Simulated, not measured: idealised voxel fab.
Process module under the name voxel self aligned vias
Pictured: cross-section cut, 160 nm wide, on a grid of 5 nm square cells.
Think of the cross-section as a grid of square cells. We describe it in bands, top to bottom, and each band covers one or more rows of those cells. Band entry format. Leading values: height of top, height of bottom, nm. Remainder: materials in left-to-right order, each with its width in nm. Special words: "edge to edge" on a single material, which then fills the band edge to edge; "empty", empty space. Height is counted from the level 0, under which the received wafer is composed throughout of one material. The lowest of the bands is not closed at the bottom but continues downward, in the notation "0 down". Think of "30 to 40" as a width that walks from the first number to the second as you go down the band, top row to bottom row, taking equal-sized steps from row to row. "no change occurred" (step): cross-section cells unchanged, all of them. Each empty space that has no open way to the top and spans at least 8 cells appears under "Enclosed void listing" as width x height at distance, the distance counted from the left edge, all in nm. Past the settings on a step's line: simulator remark, on that step. On any step carrying a mask, the "overlay nm" setting, if present on the step's line, tells how far right of its planned place the mask lay; negative values point to the left.
### Planned process steps
- 1: RECEIVE [material Si]
- 2: CONFORMAL_DEP [material SiO2] [thk nm 15]
- 3: CONFORMAL_DEP [material SiCN] [thk nm 5]
- 4: DIRECTIONAL_DEP [material lowk] [thk nm 20]
- 5: MASKED_ETCH [tone open] [mask id LINES] [width nm 20] [pitch nm 45] [etch materials lowk] [depth nm 20] [overlay nm 0]
- 6: CONFORMAL_DEP [material TiN] [thk nm 5]
- 7: FILL_DEP [material W] [thk nm 5]
- 8: CMP [height nm 40]
- 9: SELECTIVE_ETCH [etch materials W Ru TiN] [depth nm 10]
- 10: FILL_DEP [material SiN] [thk nm 5]
- 11: CMP [height nm 40]
- 12: DIRECTIONAL_DEP [material lowk] [thk nm 5]
- 13: PATTERN [tone open] [mask id VIAS] [material resist] [width nm 30] [pitch nm 45] [thk nm 20] [overlay nm 0]
- 14: DIRECTIONAL_ETCH [etch materials lowk] [depth nm 15]
- 15: DIRECTIONAL_ETCH [etch materials SiN] [depth nm 10]
- 16: STRIP [etch materials resist]
- 17: CONFORMAL_DEP [material TiN] [thk nm 5]
- 18: FILL_DEP [material Ru] [thk nm 5]
- 19: CMP [height nm 55]
- 20: CONFORMAL_DEP [material SiN] [thk nm 5]
Keep in mind the plan's value for the thk nm of step 12 comes from the first wafer; the wafers don't share that setting, but they do share the same starting point.
### first wafer as received, after step 1
0 down | Si edge to edge
Enclosed void listing: none
### Here is how to read the rows: every wafer has a row, and it shows the wafer at the end of the module, giving for each material how many cells were gained (+) or lost (-) since the wafer was received, then listing its closed voids
thk nm 5 | +56 Ru | +32 SiCN | +32 SiN | +96 SiO2 | +56 TiN | +4 W | +108 lowk | Enclosed void listing: none
thk nm 10 | +28 Ru | +32 SiCN | +32 SiN | +96 SiO2 | +60 TiN | +4 W | +132 lowk | Enclosed void listing: none
thk nm 15 | +24 Ru | +32 SiCN | +32 SiN | +96 SiO2 | +40 TiN | +4 W | +156 lowk | Enclosed void listing: none
thk nm 20 | +8 Ru | +32 SiCN | +48 SiN | +96 SiO2 | +28 TiN | +4 W | +168 lowk | Enclosed void listing: none
thk nm 25 | +32 SiCN | +48 SiN | +96 SiO2 | +24 TiN | +4 W | +180 lowk | Enclosed void listing: none
thk nm 30 | +32 SiCN | +48 SiN | +96 SiO2 | +12 TiN | +4 W | +192 lowk | Enclosed void listing: none
